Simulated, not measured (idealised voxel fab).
This section sets out a process module, namely voxel transistor to metal.
Section cut is 180 nm wide and gridded with 5 nm square cells.
In this document a cross-section is written as a grid of square cells. It is given as a series of bands, listed from the top down, and a band is one or more rows of cells. Heights first: top, then bottom, in nm. Then materials, left to right, each with a width in nm. "full width" on a single material: fills the band edge to edge. "empty": empty space. Height is counted from the level 0, under which the received wafer is composed throughout of one material. The lowest of the bands is not closed at the bottom but continues downward, in the notation "from 0 down". Top row gets the first number, bottom row gets the second, and each row in between changes by the same step: that is how a band width like "30 to 40" works. Basically "no change occurred" means that step didn't change any cell in the cross-section. Closed-off voids of 8+ cells (no open route to the top) go in "Closed void roster", written width x height at distance from the left edge, in nm. The remark found on a step's line after its settings is issued by the simulator itself and pertains to that step. When a step includes a mask, the "overlay nm" setting on its line states how far to the right of its planned place that mask lay, and negative values state how far to the left. Below you will find pairs of cross-sections. In each, one shows the wafer before one process step and the other after it, with the after view ending at the lowest band that changed. Under each pair is the step separating them, along with its settings. Do not assume the pairs form a chain: they can come from different runs of this module on the same starting wafer, and a pair continues from the pair above it only when its "State on entry" entry says so.
State on entry
  from 45 to 40 = W full width
  from 40 to 35 = 45 of TiN, then 5 of W, then 75 of TiN, then 5 of W, then 50 of TiN
  from 35 to 25 = 40 of SiO2, then 5 of TiN, then 5 of W, then 5 of TiN, then 65 of SiO2, then 5 of TiN, then 5 of W, then 5 of TiN, then 45 of SiO2
  from 25 to 10 = 40 of SiO2, then 5 of TiN, then 5 of W, then 5 of TiN, then 15 of SiO2, then 5 of SiN, then 5 of HfO2, then 5 of TiN, then 5 of W, then 5 of TiN, then 5 of HfO2, then 5 of SiN, then 15 of SiO2, then 5 of TiN, then 5 of W, then 5 of TiN, then 45 of SiO2
  from 10 to 5 = 40 of SiO2, then 5 of TiN, then 5 of W, then 5 of TiN, then 15 of nSi, then 5 of SiN, then 5 of HfO2, then 5 of TiN, then 5 of W, then 5 of TiN, then 5 of HfO2, then 5 of SiN, then 15 of nSi, then 5 of TiN, then 5 of W, then 5 of TiN, then 45 of SiO2
  from 5 to 0 = 25 of SiO2, then 5 of SiN, then 10 of SiO2, then 5 of TiN, then 5 of W, then 5 of TiN, then 15 of nSi, then 5 of SiN, then 5 of HfO2, then 15 of TiN, then 5 of HfO2, then 5 of SiN, then 15 of nSi, then 5 of TiN, then 5 of W, then 5 of TiN, then 10 of SiO2, then 5 of SiN, then 30 of SiO2
  from 0 to -5 = 40 of SiO2, then 15 of TiN, then 15 of nSi, then 35 of HfO2, then 15 of nSi, then 15 of TiN, then 45 of SiO2
  from -5 to -20 = 35 of SiO2, then 35 of nSi, then 35 of Si, then 35 of nSi, then 40 of SiO2
  from -20 to -45 = 35 of SiO2, then 105 of Si, then 40 of SiO2
  from -45 down = Si full width
  Closed void roster: none
Cross-Section After Step
  from 35 to 25 = 40 of SiO2, then 5 of TiN, then 5 of W, then 5 of TiN, then 65 of SiO2, then 5 of TiN, then 5 of W, then 5 of TiN, then 45 of SiO2
  Nothing below the height 25 has changed.
  Closed void roster: none
Step that separates the before view from the after view above: CMP (height nm 35)
State on entry: this step begins from the cross-section that the pair just above shows after its step.
Cross-Section After Step
  from 40 to 35 = TiN full width
  Nothing below the height 35 has changed.
  Closed void roster: none
Step that separates the before view from the after view above: DIRECTIONAL_DEP (material TiN; thk nm 5)
State on entry: this step begins from the cross-section that the pair just above shows after its step.
Cross-Section After Step
  from 60 to 40 = Ru full width
  Nothing below the height 40 has changed.
  Closed void roster: none
Step that separates the before view from the after view above: DIRECTIONAL_DEP (material Ru; thk nm 20)
State on entry: this step begins from the cross-section that the pair just above shows after its step.
Cross-Section After Step
  from 60 to 40 = 40 of empty, then 15 of Ru, then 65 of empty, then 15 of Ru, then 45 of empty
  Nothing below the height 40 has changed.
  Closed void roster: none
Step that separates the before view from the after view above: MASKED_ETCH (tone cover; mask id METAL_1; width nm 15; pitch nm 80; etch materials Ru; depth nm 20; overlay nm 0)
State on entry: this step begins from the cross-section that the pair just above shows after its step.
Cross-Section After Step
  from 60 to 40 = 40 of empty, then 15 of Ru, then 65 of empty, then 15 of Ru, then 45 of empty
  from 40 to 35 = 40 of empty, then 15 of TiN, then 65 of empty, then 15 of TiN, then 45 of empty
  Nothing below the height 35 has changed.
  Closed void roster: none
Step that separates the before view from the after view above: MASKED_ETCH (tone cover; mask id METAL_1; width nm 15; pitch nm 80; etch materials TiN; depth nm 5; overlay nm 0)
State on entry: this step begins from the cross-section that the pair just above shows after its step.
Cross-Section After Step
  from 65 to 60 = 35 of empty, then 25 of SiN, then 55 of empty, then 25 of SiN, then 40 of empty
  from 60 to 40 = 35 of empty, then 5 of SiN, then 15 of Ru, then 5 of SiN, then 55 of empty, then 5 of SiN, then 15 of Ru, then 5 of SiN, then 40 of empty
  from 40 to 35 = 40 of SiN, then 15 of TiN, then 65 of SiN, then 15 of TiN, then 45 of SiN
  Nothing below the height 35 has changed.
  Closed void roster: none
Step that separates the before view from the after view above: CONFORMAL_DEP (material SiN; thk nm 5)
State on entry: this step begins from the cross-section that the pair just above shows after its step.
Cross-Section After Step
  from 75 to 65 = SiO2 full width
  from 65 to 60 = 35 of SiO2, then 25 of SiN, then 55 of SiO2, then 25 of SiN, then 40 of SiO2
  from 60 to 40 = 35 of SiO2, then 5 of SiN, then 15 of Ru, then 5 of SiN, then 55 of SiO2, then 5 of SiN, then 15 of Ru, then 5 of SiN, then 40 of SiO2
  Nothing below the height 40 has changed.
  Closed void roster: none
Step that separates the before view from the after view above: FILL_DEP (material SiO2; thk nm 10)
State on entry: this step begins from the cross-section that the pair just above shows after its step.
Cross-Section After Step
  from 60 to 40 = 35 of SiO2, then 5 of SiN, then 15 of Ru, then 5 of SiN, then 55 of SiO2, then 5 of SiN, then 15 of Ru, then 5 of SiN, then 40 of SiO2
  Nothing below the height 40 has changed.
  Closed void roster: none
Step that separates the before view from the after view above: CMP (height nm 60)
State on entry: this step begins from the cross-section that the pair just above shows after its step.
Cross-Section After Step
  from 65 to 60 = SiCN full width
  Nothing below the height 60 has changed.
  Closed void roster: none
Step that separates the before view from the after view above: CONFORMAL_DEP (material SiCN; thk nm 5)
State on entry
  from 15 to 5 = 30 of SiO2, then 115 of SiN, then 35 of SiO2
  from 5 to 0 = SiO2 full width
  from 0 to -25 = 35 of SiO2, then 105 of Si, then 40 of SiO2
  from -25 down = Si full width
  Closed void roster: none
Cross-Section After Step
  from 15 to 5 = 30 of SiO2, then 115 of empty, then 35 of SiO2
  Nothing below the height 5 has changed.
  Closed void roster: none
Step that separates the before view from the after view above: STRIP (etch materials SiN)
State on entry: this step begins from the cross-section that the pair just above shows after its step.
Cross-Section After Step
  from 10 to 0 = 25 of SiO2, then 125 of empty, then 30 of SiO2
  Nothing below the height 0 has changed.
  Closed void roster: none
Step that separates the before view from the after view above: SELECTIVE_ETCH (etch materials SiO2; depth nm 5)
State on entry: this step begins from the cross-section that the pair just above shows after its step.
Cross-Section After Step
  from 5 to 0 = 20 of SiO2, then 135 of empty, then 25 of SiO2
  from 0 to -5 = 20 of SiO2, then 15 of empty, then 105 of Si, then 15 of empty, then 25 of SiO2
  Nothing below the height -5 has changed.
  Closed void roster: none
Step that separates the before view from the after view above: SELECTIVE_ETCH (etch materials SiO2; depth nm 5)
State on entry: this step begins from the cross-section that the pair just above shows after its step.
Cross-Section After Step
  from 5 to 0 = 20 of SiO2, then 135 of empty, then 25 of SiO2
  from 0 to -5 = 20 of SiO2, then 15 of empty, then 105 of SiO2, then 15 of empty, then 25 of SiO2
  from -5 to -10 = 40 of SiO2, then 95 of Si, then 45 of SiO2
  Nothing below the height -10 has changed.
  Closed void roster: none
Step that separates the before view from the after view above: OXIDIZE (depth nm 5)
State on entry: this step begins from the cross-section that the pair just above shows after its step.
Cross-Section After Step
  from 35 to 30 = 20 of polySi, then 135 of empty, then 25 of polySi
  from 30 to 25 = 20 of polySi, then 15 of empty, then 105 of polySi, then 15 of empty, then 25 of polySi
  from 25 to 5 = polySi full width
  from 5 to 0 = 20 of SiO2, then 135 of polySi, then 25 of SiO2
  from 0 to -5 = 20 of SiO2, then 15 of polySi, then 105 of SiO2, then 15 of polySi, then 25 of SiO2
  Nothing below the height -5 has changed.
  Closed void roster: none
Step that separates the before view from the after view above: DIRECTIONAL_DEP (material polySi; thk nm 30)
State on entry: this step begins from the cross-section that the pair just above shows after its step.
Cross-Section After Step
  from 45 to 40 = 20 of SiCN, then 135 of empty, then 25 of SiCN
  from 40 to 35 = 20 of SiCN, then 15 of empty, then 105 of SiCN, then 15 of empty, then 25 of SiCN
  from 35 to 30 = 20 of polySi, then 135 of SiCN, then 25 of polySi
  from 30 to 25 = 20 of polySi, then 15 of SiCN, then 105 of polySi, then 15 of SiCN, then 25 of polySi
  Nothing below the height 25 has changed.
  Closed void roster: none
Step that separates the before view from the after view above: DIRECTIONAL_DEP (material SiCN; thk nm 10)
State on entry: this step begins from the cross-section that the pair just above shows after its step.
Cross-Section After Step
  from 40 to 35 = 75 of empty, then 25 of SiCN, then 80 of empty
  from 35 to 30 = 20 of polySi, then 55 of empty, then 25 of SiCN, then 55 of empty, then 25 of polySi
  from 30 to 25 = 20 of polySi, then 15 of empty, then 105 of polySi, then 15 of empty, then 25 of polySi
  Nothing below the height 25 has changed.
  Closed void roster: none
Step that separates the before view from the after view above: MASKED_ETCH (tone cover; mask id GATE; width nm 25; etch materials SiCN; depth nm 20; overlay nm 0)
State on entry: this step begins from the cross-section that the pair just above shows after its step.
Cross-Section After Step
  from 40 to 30 = 75 of empty, then 25 of SiCN, then 80 of empty
  from 30 to 5 = 75 of empty, then 25 of polySi, then 80 of empty
  from 5 to 0 = 20 of SiO2, then 55 of empty, then 25 of polySi, then 55 of empty, then 25 of SiO2
  from 0 to -5 = 20 of SiO2, then 15 of empty, then 105 of SiO2, then 15 of empty, then 25 of SiO2
  Nothing below the height -5 has changed.
  Closed void roster: none
Step that separates the before view from the after view above: MASKED_ETCH (tone cover; mask id GATE; width nm 25; etch materials polySi; depth nm 40; overlay nm 0)
State on entry: this step begins from the cross-section that the pair just above shows after its step.
Cross-Section After Step
  from 45 to 40 = 70 of empty, then 35 of SiN, then 75 of empty
  from 40 to 30 = 70 of empty, then 5 of SiN, then 25 of SiCN, then 5 of SiN, then 75 of empty
  from 30 to 10 = 70 of empty, then 5 of SiN, then 25 of polySi, then 5 of SiN, then 75 of empty
  from 10 to 5 = 25 of SiN, then 45 of empty, then 5 of SiN, then 25 of polySi, then 5 of SiN, then 45 of empty, then 30 of SiN
  from 5 to 0 = 20 of SiO2, then 5 of SiN, then 5 of empty, then 45 of SiN, then 25 of polySi, then 45 of SiN, then 5 of empty, then 5 of SiN, then 25 of SiO2
  from 0 to -5 = 20 of SiO2, then 15 of SiN, then 105 of SiO2, then 15 of SiN, then 25 of SiO2
  Nothing below the height -5 has changed.
  Closed void roster: none
Step that separates the before view from the after view above: CONFORMAL_DEP (material SiN; thk nm 5)
State on entry: this step begins from the cross-section that the pair just above shows after its step.
Cross-Section After Step
  from 40 to 30 = 70 of empty, then 5 of SiN, then 25 of SiCN, then 5 of SiN, then 75 of empty
  from 30 to 5 = 70 of empty, then 5 of SiN, then 25 of polySi, then 5 of SiN, then 75 of empty
  from 5 to 0 = 20 of SiO2, then 5 of SiN, then 45 of empty, then 5 of SiN, then 25 of polySi, then 5 of SiN, then 45 of empty, then 5 of SiN, then 25 of SiO2
  from 0 to -5 = 20 of SiO2, then 5 of SiN, then 5 of empty, then 5 of SiN, then 105 of SiO2, then 5 of SiN, then 5 of empty, then 5 of SiN, then 25 of SiO2
  Nothing below the height -5 has changed.
  Closed void roster: none
Step that separates the before view from the after view above: DIRECTIONAL_ETCH (etch materials SiN; depth nm 5)
State on entry: this step begins from the cross-section that the pair just above shows after its step.
Cross-Section After Step
  from 40 to 30 = 70 of empty, then 5 of SiN, then 25 of SiCN, then 5 of SiN, then 75 of empty
  from 30 to 5 = 70 of empty, then 5 of SiN, then 25 of polySi, then 5 of SiN, then 75 of empty
  from 5 to 0 = 20 of empty, then 5 of SiN, then 45 of empty, then 5 of SiN, then 25 of polySi, then 5 of SiN, then 45 of empty, then 5 of SiN, then 25 of empty
  from 0 to -5 = 20 of SiO2, then 5 of SiN, then 5 of empty, then 5 of SiN, then 35 of empty, then 35 of SiO2, then 35 of empty, then 5 of SiN, then 5 of empty, then 5 of SiN, then 25 of SiO2
  from -5 to -10 = 25 of SiO2, then 5 of empty, then 10 of SiO2, then 95 of Si, then 10 of SiO2, then 5 of empty, then 30 of SiO2
  Nothing below the height -10 has changed.
  Closed void roster: none
Step that separates the before view from the after view above: DIRECTIONAL_ETCH (etch materials SiO2; depth nm 5)
State on entry: this step begins from the cross-section that the pair just above shows after its step.
Cross-Section After Step
  from 40 to 30 = 70 of empty, then 5 of SiN, then 25 of SiCN, then 5 of SiN, then 75 of empty
  from 30 to 5 = 70 of empty, then 5 of SiN, then 25 of polySi, then 5 of SiN, then 75 of empty
  from 5 to 0 = 20 of empty, then 5 of SiN, then 45 of empty, then 5 of SiN, then 25 of polySi, then 5 of SiN, then 45 of empty, then 5 of SiN, then 25 of empty
  from 0 to -5 = 20 of SiO2, then 5 of SiN, then 5 of empty, then 5 of SiN, then 35 of empty, then 35 of SiO2, then 35 of empty, then 5 of SiN, then 5 of empty, then 5 of SiN, then 25 of SiO2
  from -5 to -10 = 25 of SiO2, then 5 of empty, then 10 of SiO2, then 30 of empty, then 35 of Si, then 30 of empty, then 10 of SiO2, then 5 of empty, then 30 of SiO2
  from -10 to -20 = 35 of SiO2, then 5 of Si, then 30 of empty, then 35 of Si, then 30 of empty, then 5 of Si, then 40 of SiO2
  Nothing below the height -20 has changed.
  Closed void roster: none
Step that separates the before view from the after view above: DIRECTIONAL_ETCH (etch materials Si; depth nm 15)
State on entry: this step begins from the cross-section that the pair just above shows after its step.
Cross-Section After Step
  from 40 to 30 = 70 of empty, then 5 of SiN, then 25 of SiCN, then 5 of SiN, then 75 of empty
  from 30 to 10 = 70 of empty, then 5 of SiN, then 25 of polySi, then 5 of SiN, then 75 of empty
  from 10 to 5 = 55 of empty, then 15 of nSi, then 5 of SiN, then 25 of polySi, then 5 of SiN, then 15 of nSi, then 60 of empty
  from 5 to 0 = 20 of empty, then 5 of SiN, then 5 of empty, then 40 of nSi, then 5 of SiN, then 25 of polySi, then 5 of SiN, then 40 of nSi, then 5 of empty, then 5 of SiN, then 25 of empty
  from 0 to -5 = 20 of SiO2, then 5 of SiN, then 5 of empty, then 5 of SiN, then 35 of nSi, then 35 of SiO2, then 35 of nSi, then 5 of SiN, then 5 of empty, then 5 of SiN, then 25 of SiO2
  from -5 to -10 = 25 of SiO2, then 5 of empty, then 10 of SiO2, then 30 of nSi, then 35 of Si, then 30 of nSi, then 10 of SiO2, then 5 of empty, then 30 of SiO2
  from -10 to -20 = 35 of SiO2, then 5 of Si, then 30 of nSi, then 35 of Si, then 30 of nSi, then 5 of Si, then 40 of SiO2
  Nothing below the height -20 has changed.
  Closed void roster: none
Step that separates the before view from the after view above: EPI (material nSi; thk nm 15)
State on entry: this step begins from the cross-section that the pair just above shows after its step.
Cross-Section After Step
  from 45 to 40 = SiO2 full width
  from 40 to 30 = 70 of SiO2, then 5 of SiN, then 25 of SiCN, then 5 of SiN, then 75 of SiO2
  from 30 to 10 = 70 of SiO2, then 5 of SiN, then 25 of polySi, then 5 of SiN, then 75 of SiO2
  from 10 to 5 = 55 of SiO2, then 15 of nSi, then 5 of SiN, then 25 of polySi, then 5 of SiN, then 15 of nSi, then 60 of SiO2
  from 5 to 0 = 20 of SiO2, then 5 of SiN, then 5 of SiO2, then 40 of nSi, then 5 of SiN, then 25 of polySi, then 5 of SiN, then 40 of nSi, then 5 of SiO2, then 5 of SiN, then 25 of SiO2
  from 0 to -5 = 20 of SiO2, then 5 of SiN, then 5 of SiO2, then 5 of SiN, then 35 of nSi, then 35 of SiO2, then 35 of nSi, then 5 of SiN, then 5 of SiO2, then 5 of SiN, then 25 of SiO2
  from -5 to -10 = 40 of SiO2, then 30 of nSi, then 35 of Si, then 30 of nSi, then 45 of SiO2
  Nothing below the height -10 has changed.
  Closed void roster: none
Step that separates the before view from the after view above: FILL_DEP (material SiO2; thk nm 5)
State on entry: this step begins from the cross-section that the pair just above shows after its step.
Cross-Section After Step
  from 30 to 10 = 70 of SiO2, then 5 of SiN, then 25 of polySi, then 5 of SiN, then 75 of SiO2
  Nothing below the height 10 has changed.
  Closed void roster: none
Step that separates the before view from the after view above: CMP (height nm 30)
State on entry: this step begins from the cross-section that the pair just above shows after its step.
Cross-Section After Step
  from 30 to 10 = 70 of SiO2, then 5 of SiN, then 25 of empty, then 5 of SiN, then 75 of SiO2
  from 10 to 5 = 55 of SiO2, then 15 of nSi, then 5 of SiN, then 25 of empty, then 5 of SiN, then 15 of nSi, then 60 of SiO2
  from 5 to 0 = 20 of SiO2, then 5 of SiN, then 5 of SiO2, then 40 of nSi, then 5 of SiN, then 25 of empty, then 5 of SiN, then 40 of nSi, then 5 of SiO2, then 5 of SiN, then 25 of SiO2
  Nothing below the height 0 has changed.
  Closed void roster: none
Step that separates the before view from the after view above: STRIP (etch materials polySi)
State on entry: this step begins from the cross-section that the pair just above shows after its step.
Cross-Section After Step
  from 30 to 25 = 70 of empty, then 5 of SiN, then 25 of empty, then 5 of SiN, then 75 of empty
  from 25 to 10 = 70 of SiO2, then 5 of SiN, then 25 of empty, then 5 of SiN, then 75 of SiO2
  from 10 to 5 = 55 of SiO2, then 15 of nSi, then 5 of SiN, then 25 of empty, then 5 of SiN, then 15 of nSi, then 60 of SiO2
  from 5 to 0 = 20 of SiO2, then 5 of SiN, then 5 of SiO2, then 40 of nSi, then 5 of SiN, then 25 of empty, then 5 of SiN, then 40 of nSi, then 5 of SiO2, then 5 of SiN, then 25 of SiO2
  from 0 to -5 = 20 of SiO2, then 5 of SiN, then 5 of SiO2, then 5 of SiN, then 35 of nSi, then 35 of empty, then 35 of nSi, then 5 of SiN, then 5 of SiO2, then 5 of SiN, then 25 of SiO2
  Nothing below the height -5 has changed.
  Closed void roster: none
Step that separates the before view from the after view above: SELECTIVE_ETCH (etch materials SiO2; depth nm 5)
State on entry: this step begins from the cross-section that the pair just above shows after its step.
Cross-Section After Step
  from 35 to 30 = 65 of empty, then 15 of HfO2, then 15 of empty, then 15 of HfO2, then 70 of empty
  from 30 to 25 = 70 of HfO2, then 5 of SiN, then 5 of HfO2, then 15 of empty, then 5 of HfO2, then 5 of SiN, then 75 of HfO2
  from 25 to 10 = 70 of SiO2, then 5 of SiN, then 5 of HfO2, then 15 of empty, then 5 of HfO2, then 5 of SiN, then 75 of SiO2
  from 10 to 5 = 55 of SiO2, then 15 of nSi, then 5 of SiN, then 5 of HfO2, then 15 of empty, then 5 of HfO2, then 5 of SiN, then 15 of nSi, then 60 of SiO2
  from 5 to 0 = 20 of SiO2, then 5 of SiN, then 5 of SiO2, then 40 of nSi, then 5 of SiN, then 5 of HfO2, then 15 of empty, then 5 of HfO2, then 5 of SiN, then 40 of nSi, then 5 of SiO2, then 5 of SiN, then 25 of SiO2
  from 0 to -5 = 20 of SiO2, then 5 of SiN, then 5 of SiO2, then 5 of SiN, then 35 of nSi, then 35 of HfO2, then 35 of nSi, then 5 of SiN, then 5 of SiO2, then 5 of SiN, then 25 of SiO2
  Nothing below the height -5 has changed.
  Closed void roster: none
Step that separates the before view from the after view above: CONFORMAL_DEP (material HfO2; thk nm 5)
State on entry: this step begins from the cross-section that the pair just above shows after its step.
Cross-Section After Step
  from 40 to 35 = 60 of empty, then 25 of TiN, then 5 of empty, then 25 of TiN, then 65 of empty
  from 35 to 30 = 65 of TiN, then 15 of HfO2, then 5 of TiN, then 5 of empty, then 5 of TiN, then 15 of HfO2, then 70 of TiN
  from 30 to 25 = 70 of HfO2, then 5 of SiN, then 5 of HfO2, then 5 of TiN, then 5 of empty, then 5 of TiN, then 5 of HfO2, then 5 of SiN, then 75 of HfO2
  from 25 to 10 = 70 of SiO2, then 5 of SiN, then 5 of HfO2, then 5 of TiN, then 5 of empty, then 5 of TiN, then 5 of HfO2, then 5 of SiN, then 75 of SiO2
  from 10 to 5 = 55 of SiO2, then 15 of nSi, then 5 of SiN, then 5 of HfO2, then 5 of TiN, then 5 of empty, then 5 of TiN, then 5 of HfO2, then 5 of SiN, then 15 of nSi, then 60 of SiO2
  from 5 to 0 = 20 of SiO2, then 5 of SiN, then 5 of SiO2, then 40 of nSi, then 5 of SiN, then 5 of HfO2, then 15 of TiN, then 5 of HfO2, then 5 of SiN, then 40 of nSi, then 5 of SiO2, then 5 of SiN, then 25 of SiO2
  Nothing below the height 0 has changed.
  Closed void roster: none
Step that separates the before view from the after view above: CONFORMAL_DEP (material TiN; thk nm 5)
State on entry: this step begins from the cross-section that the pair just above shows after its step.
Cross-Section After Step
  from 50 to 40 = W full width
  from 40 to 35 = 60 of W, then 25 of TiN, then 5 of W, then 25 of TiN, then 65 of W
  from 35 to 30 = 65 of TiN, then 15 of HfO2, then 5 of TiN, then 5 of W, then 5 of TiN, then 15 of HfO2, then 70 of TiN
  from 30 to 25 = 70 of HfO2, then 5 of SiN, then 5 of HfO2, then 5 of TiN, then 5 of W, then 5 of TiN, then 5 of HfO2, then 5 of SiN, then 75 of HfO2
  from 25 to 10 = 70 of SiO2, then 5 of SiN, then 5 of HfO2, then 5 of TiN, then 5 of W, then 5 of TiN, then 5 of HfO2, then 5 of SiN, then 75 of SiO2
  from 10 to 5 = 55 of SiO2, then 15 of nSi, then 5 of SiN, then 5 of HfO2, then 5 of TiN, then 5 of W, then 5 of TiN, then 5 of HfO2, then 5 of SiN, then 15 of nSi, then 60 of SiO2
  Nothing below the height 5 has changed.
  Closed void roster: none
Step that separates the before view from the after view above: FILL_DEP (material W; thk nm 10)
State on entry: this step begins from the cross-section that the pair just above shows after its step.
Cross-Section After Step
  from 25 to 10 = 70 of SiO2, then 5 of SiN, then 5 of HfO2, then 5 of TiN, then 5 of W, then 5 of TiN, then 5 of HfO2, then 5 of SiN, then 75 of SiO2
  Nothing below the height 10 has changed.
  Closed void roster: none
Step that separates the before view from the after view above: CMP (height nm 25)
State on entry: this step begins from the cross-section that the pair just above shows after its step.
Cross-Section After Step
  from 35 to 25 = SiO2 full width
  Nothing below the height 25 has changed.
  Closed void roster: none
Step that separates the before view from the after view above: DIRECTIONAL_DEP (material SiO2; thk nm 10)
State on entry: this step begins from the cross-section that the pair just above shows after its step.
Cross-Section After Step
  from 35 to 25 = 40 of SiO2, then 15 of empty, then 65 of SiO2, then 15 of empty, then 45 of SiO2
  from 25 to 10 = 40 of SiO2, then 15 of empty, then 15 of SiO2, then 5 of SiN, then 5 of HfO2, then 5 of TiN, then 5 of W, then 5 of TiN, then 5 of HfO2, then 5 of SiN, then 15 of SiO2, then 15 of empty, then 45 of SiO2
  from 10 to 5 = 40 of SiO2, then 15 of empty, then 15 of nSi, then 5 of SiN, then 5 of HfO2, then 5 of TiN, then 5 of W, then 5 of TiN, then 5 of HfO2, then 5 of SiN, then 15 of nSi, then 15 of empty, then 45 of SiO2
  Nothing below the height 5 has changed.
  Closed void roster: none
Step that separates the before view from the after view above: MASKED_ETCH (tone open; mask id CONTACT; width nm 15; pitch nm 80; etch materials SiO2; depth nm 40; overlay nm 0)
State on entry: this step begins from the cross-section that the pair just above shows after its step.
Cross-Section After Step
  from 40 to 35 = 45 of TiN, then 5 of empty, then 75 of TiN, then 5 of empty, then 50 of TiN
  from 35 to 25 = 40 of SiO2, then 5 of TiN, then 5 of empty, then 5 of TiN, then 65 of SiO2, then 5 of TiN, then 5 of empty, then 5 of TiN, then 45 of SiO2
  from 25 to 10 = 40 of SiO2, then 5 of TiN, then 5 of empty, then 5 of TiN, then 15 of SiO2, then 5 of SiN, then 5 of HfO2, then 5 of TiN, then 5 of W, then 5 of TiN, then 5 of HfO2, then 5 of SiN, then 15 of SiO2, then 5 of TiN, then 5 of empty, then 5 of TiN, then 45 of SiO2
  from 10 to 5 = 40 of SiO2, then 15 of TiN, then 15 of nSi, then 5 of SiN, then 5 of HfO2, then 5 of TiN, then 5 of W, then 5 of TiN, then 5 of HfO2, then 5 of SiN, then 15 of nSi, then 15 of TiN, then 45 of SiO2
  Nothing below the height 5 has changed.
  Closed void roster: none
Step that separates the before view from the after view above: CONFORMAL_DEP (material TiN; thk nm 5)
State on entry: this step begins from the cross-section that the pair just above shows after its step.
Cross-Section After Step
  from 45 to 40 = W full width
  from 40 to 35 = 45 of TiN, then 5 of W, then 75 of TiN, then 5 of W, then 50 of TiN
  from 35 to 25 = 40 of SiO2, then 5 of TiN, then 5 of W, then 5 of TiN, then 65 of SiO2, then 5 of TiN, then 5 of W, then 5 of TiN, then 45 of SiO2
  from 25 to 10 = 40 of SiO2, then 5 of TiN, then 5 of W, then 5 of TiN, then 15 of SiO2, then 5 of SiN, then 5 of HfO2, then 5 of TiN, then 5 of W, then 5 of TiN, then 5 of HfO2, then 5 of SiN, then 15 of SiO2, then 5 of TiN, then 5 of W, then 5 of TiN, then 45 of SiO2
  Nothing below the height 10 has changed.
  Closed void roster: none
Step that separates the before view from the after view above: FILL_DEP (material W; thk nm 5)
State on entry: this step begins from the cross-section that the pair just above shows after its step.
Cross-Section After Step
  from 35 to 25 = 40 of SiO2, then 5 of TiN, then 5 of W, then 5 of TiN, then 65 of SiO2, then 5 of TiN, then 5 of W, then 5 of TiN, then 45 of SiO2
  Nothing below the height 25 has changed.
  Closed void roster: none
Step that separates the before view from the after view above: CMP (height nm 35)
State on entry: this step begins from the cross-section that the pair just above shows after its step.
Cross-Section After Step
  from 40 to 35 = TiN full width
  Nothing below the height 35 has changed.
  Closed void roster: none
Step that separates the before view from the after view above: DIRECTIONAL_DEP (material TiN; thk nm 5)
State on entry: this step begins from the cross-section that the pair just above shows after its step.
Cross-Section After Step
  from 60 to 40 = Ru full width
  Nothing below the height 40 has changed.
  Closed void roster: none
Step that separates the before view from the after view above: DIRECTIONAL_DEP (material Ru; thk nm 20)
State on entry: this step begins from the cross-section that the pair just above shows after its step.
Cross-Section After Step
  from 60 to 40 = 40 of empty, then 15 of Ru, then 65 of empty, then 15 of Ru, then 45 of empty
  Nothing below the height 40 has changed.
  Closed void roster: none
Step that separates the before view from the after view above: MASKED_ETCH (tone cover; mask id METAL_1; width nm 15; pitch nm 80; etch materials Ru; depth nm 20; overlay nm 0)
State on entry: this step begins from the cross-section that the pair just above shows after its step.
Cross-Section After Step
  from 60 to 40 = 40 of empty, then 15 of Ru, then 65 of empty, then 15 of Ru, then 45 of empty
  from 40 to 35 = 40 of empty, then 15 of TiN, then 65 of empty, then 15 of TiN, then 45 of empty
  Nothing below the height 35 has changed.
  Closed void roster: none
Step that separates the before view from the after view above: MASKED_ETCH (tone cover; mask id METAL_1; width nm 15; pitch nm 80; etch materials TiN; depth nm 5; overlay nm 0)
State on entry: this step begins from the cross-section that the pair just above shows after its step.
Cross-Section After Step
  from 65 to 60 = 35 of empty, then 25 of SiN, then 55 of empty, then 25 of SiN, then 40 of empty
  from 60 to 40 = 35 of empty, then 5 of SiN, then 15 of Ru, then 5 of SiN, then 55 of empty, then 5 of SiN, then 15 of Ru, then 5 of SiN, then 40 of empty
  from 40 to 35 = 40 of SiN, then 15 of TiN, then 65 of SiN, then 15 of TiN, then 45 of SiN
  Nothing below the height 35 has changed.
  Closed void roster: none
Step that separates the before view from the after view above: CONFORMAL_DEP (material SiN; thk nm 5)
State on entry: this step begins from the cross-section that the pair just above shows after its step.
Cross-Section After Step
  from 75 to 65 = SiO2 full width
  from 65 to 60 = 35 of SiO2, then 25 of SiN, then 55 of SiO2, then 25 of SiN, then 40 of SiO2
  from 60 to 40 = 35 of SiO2, then 5 of SiN, then 15 of Ru, then 5 of SiN, then 55 of SiO2, then 5 of SiN, then 15 of Ru, then 5 of SiN, then 40 of SiO2
  Nothing below the height 40 has changed.
  Closed void roster: none
Step that separates the before view from the after view above: FILL_DEP (material SiO2; thk nm 10)
State on entry: this step begins from the cross-section that the pair just above shows after its step.
Cross-Section After Step
  from 60 to 40 = 35 of SiO2, then 5 of SiN, then 15 of Ru, then 5 of SiN, then 55 of SiO2, then 5 of SiN, then 15 of Ru, then 5 of SiN, then 40 of SiO2
  Nothing below the height 40 has changed.
  Closed void roster: none
Step that separates the before view from the after view above: CMP (height nm 60)
State on entry: this step begins from the cross-section that the pair just above shows after its step.
Cross-Section After Step
  from 65 to 60 = SiCN full width
  Nothing below the height 60 has changed.
  Closed void roster: none
Step that separates the before view from the after view above: CONFORMAL_DEP (material SiCN; thk nm 5)
